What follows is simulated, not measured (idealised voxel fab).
process module | voxel trench capacitor
cross-section cut | 170 nm wide | cells 5 nm
A cross-section is a grid of square cells, given in bands from the top down. A band is one or more rows of cells.
Each band's line starts with the height of the band's top and of its bottom, in nm. Then come its materials from left to right, each with its width in nm. One material with "throughout" fills the band from edge to edge. "air" is empty space.
Height 0 is the level under which the wafer as received is all one material. The lowest band goes on downwards, as in "0 down".
A width such as "30 to 40" changes by the same amount from each row of cells to the next, from the band's top row to its bottom row.
"no change" after a step means that no cell of the cross-section changed.
closed voids: empty space of 8 cells or more with no open way to the top, each as width x height at its distance from the left edge, in nm
after a step's settings: what the simulator itself notes on the step
overlay nm, on a step with a mask: how far to the right of its planned place the mask lay; to the left if negative
plan
1 op RECEIVE | material Si
2 op CONFORMAL_DEP | material SiN | thk nm 10
3 op DIRECTIONAL_DEP | material aC | thk nm 15
4 op PATTERN | tone open | mask id TRENCH | material resist | width nm 25 | pitch nm 45 | thk nm 35 | overlay nm 0
5 op DIRECTIONAL_ETCH | etch materials aC | depth nm 15
6 op STRIP | etch materials resist
7 op DIRECTIONAL_ETCH | etch materials SiN | depth nm 10
8 op DIRECTIONAL_ETCH | etch materials Si | depth nm 40
9 op STRIP | etch materials aC
10 op CONFORMAL_DEP | material Al2O3 | thk nm 5
11 op CONFORMAL_DEP | material TiN | thk nm 5
12 op FILL_DEP | material W | thk nm 5
13 op CMP | height nm 10
as received, after step 1
  0 down: Si throughout
  closed voids: none
first wafer at the end, as planned
  10 to 0: SiN 25 | Al2O3 5 | TiN 5 | W 5 | TiN 5 | Al2O3 5 | SiN 20 | Al2O3 5 | TiN 5 | W 5 | TiN 5 | Al2O3 5 | SiN 20 | Al2O3 5 | TiN 5 | W 5 | TiN 5 | Al2O3 5 | SiN 30
  0 to -30: Si 25 | Al2O3 5 | TiN 5 | W 5 | TiN 5 | Al2O3 5 | Si 20 | Al2O3 5 | TiN 5 | W 5 | TiN 5 | Al2O3 5 | Si 20 | Al2O3 5 | TiN 5 | W 5 | TiN 5 | Al2O3 5 | Si 30
  -30 to -35: Si 25 | Al2O3 5 | TiN 15 | Al2O3 5 | Si 20 | Al2O3 5 | TiN 15 | Al2O3 5 | Si 20 | Al2O3 5 | TiN 15 | Al2O3 5 | Si 30
  -35 to -40: Si 25 | Al2O3 25 | Si 20 | Al2O3 25 | Si 20 | Al2O3 25 | Si 30
  -40 down: Si throughout
  closed voids: none
second wafer at the end: like start, like plan, one mistake
  10 to 0: SiN 25 | TiN 5 | W 15 | TiN 5 | SiN 20 | TiN 5 | W 15 | TiN 5 | SiN 20 | TiN 5 | W 15 | TiN 5 | SiN 30
  0 to -35: Si 25 | TiN 5 | W 15 | TiN 5 | Si 20 | TiN 5 | W 15 | TiN 5 | Si 20 | TiN 5 | W 15 | TiN 5 | Si 30
  -35 to -40: Si 25 | TiN 25 | Si 20 | TiN 25 | Si 20 | TiN 25 | Si 30
  -40 down: Si throughout
  closed voids: none
what went wrong: step 10 was left out
at the end the second wafer has, in cells: 69 fewer of Al2O3 | 12 more of TiN | 57 more of W
